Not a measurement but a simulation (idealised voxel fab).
The following is a process module called voxel self aligned contacts.
It is cross-section cut that appears here, measuring 175 nm in width, its square cells being 5 nm in size.
A cross-section in this document is a grid of square cells, and it is written down as bands, the top band listed before the ones below it; a band is made up of one or more rows of cells. Read a band's entry like this: the first values are the height of its top and the height of its bottom in nm, and what follows is the sequence of materials from left to right, each with its width in nm. Note that "empty" is empty space, and that a single material marked "everywhere" reaches across the band from edge to edge. Heights from 0 (as-received wafer is one material below). Bottom band endless downward, as "0..down". Quick explanation for "30..40": the width changes in equal steps down the rows of cells, from the first number in the band's top row to the second number in its bottom row. Step marked "no change occurred"? Then no cell in the cross-section changed in it. What "Non-vented voids" gives you is every empty space of 8 cells or more that is cut off from the top. Each appears as width x height at distance, with the distance taken from the left edge and width, height and distance all in nm. Heads up: the bit after the settings on a step's line is the simulator's remark on that step. overlay nm, on a step with a mask: how far to the right of its planned place the mask lay; to the left if negative.

# Process steps (planned)
1 RECEIVE,material Si
2 CONFORMAL_DEP,material SiO2,thk nm 5
3 DIRECTIONAL_DEP,material polySi,thk nm 25
4 DIRECTIONAL_DEP,material SiN,thk nm 15
5 DIRECTIONAL_DEP,material aC,thk nm 10
6 PATTERN,tone cover,mask id GATE,material resist,width nm 30,pitch nm 60,thk nm 30,overlay nm 0
7 DIRECTIONAL_ETCH,etch materials aC,depth nm 10
8 STRIP,etch materials resist
9 DIRECTIONAL_ETCH,etch materials SiN,depth nm 15
10 DIRECTIONAL_ETCH,etch materials polySi,depth nm 25
11 STRIP,etch materials aC
12 CONFORMAL_DEP,material SiN,thk nm 5
13 DIRECTIONAL_ETCH,etch materials SiN,depth nm 5
14 FILL_DEP,material SiO2,thk nm 15
15 CMP,height nm 55
16 DIRECTIONAL_DEP,material aC,thk nm 10
17 PATTERN,tone open,mask id CONTACT,material resist,width nm 40,thk nm 30,overlay nm -15
18 DIRECTIONAL_ETCH,etch materials aC,depth nm 10
19 STRIP,etch materials resist
20 DIRECTIONAL_ETCH,etch materials SiO2,depth nm 55
21 STRIP,etch materials aC
22 CONFORMAL_DEP,material TiN,thk nm 5
23 FILL_DEP,material Ru,thk nm 5
24 CMP,height nm 55
25 CONFORMAL_DEP,material SiCN,thk nm 5
Don't read the plan's overlay nm for step 17 as applying to every wafer: that's the first wafer's value, and the wafers differ in it, though they all start identical.

# First wafer of several, as received: cross-section after step 1
0..down | Si everywhere
Non-vented voids: none

# Below is a per-wafer table. In it, each row describes the wafer at the end of the module by giving, for each material, the number of cells gained (+) or lost (-) since the wafer was received, and after that the closed voids of the wafer
overlay nm -15 | +15 Ru | +35 SiCN | +68 SiN | +214 SiO2 | +28 TiN | +60 polySi | Non-vented voids: none
overlay nm -10 | +24 Ru | +35 SiCN | +68 SiN | +205 SiO2 | +28 TiN | +60 polySi | Non-vented voids: none
overlay nm -5 | +24 Ru | +35 SiCN | +68 SiN | +205 SiO2 | +28 TiN | +60 polySi | Non-vented voids: none
overlay nm 0 | +24 Ru | +35 SiCN | +68 SiN | +205 SiO2 | +28 TiN | +60 polySi | Non-vented voids: none
overlay nm 5 | +24 Ru | +35 SiCN | +68 SiN | +205 SiO2 | +28 TiN | +60 polySi | Non-vented voids: none
overlay nm 10 | +24 Ru | +35 SiCN | +68 SiN | +205 SiO2 | +28 TiN | +60 polySi | Non-vented voids: none
overlay nm 15 | +15 Ru | +35 SiCN | +68 SiN | +214 SiO2 | +28 TiN | +60 polySi | Non-vented voids: none
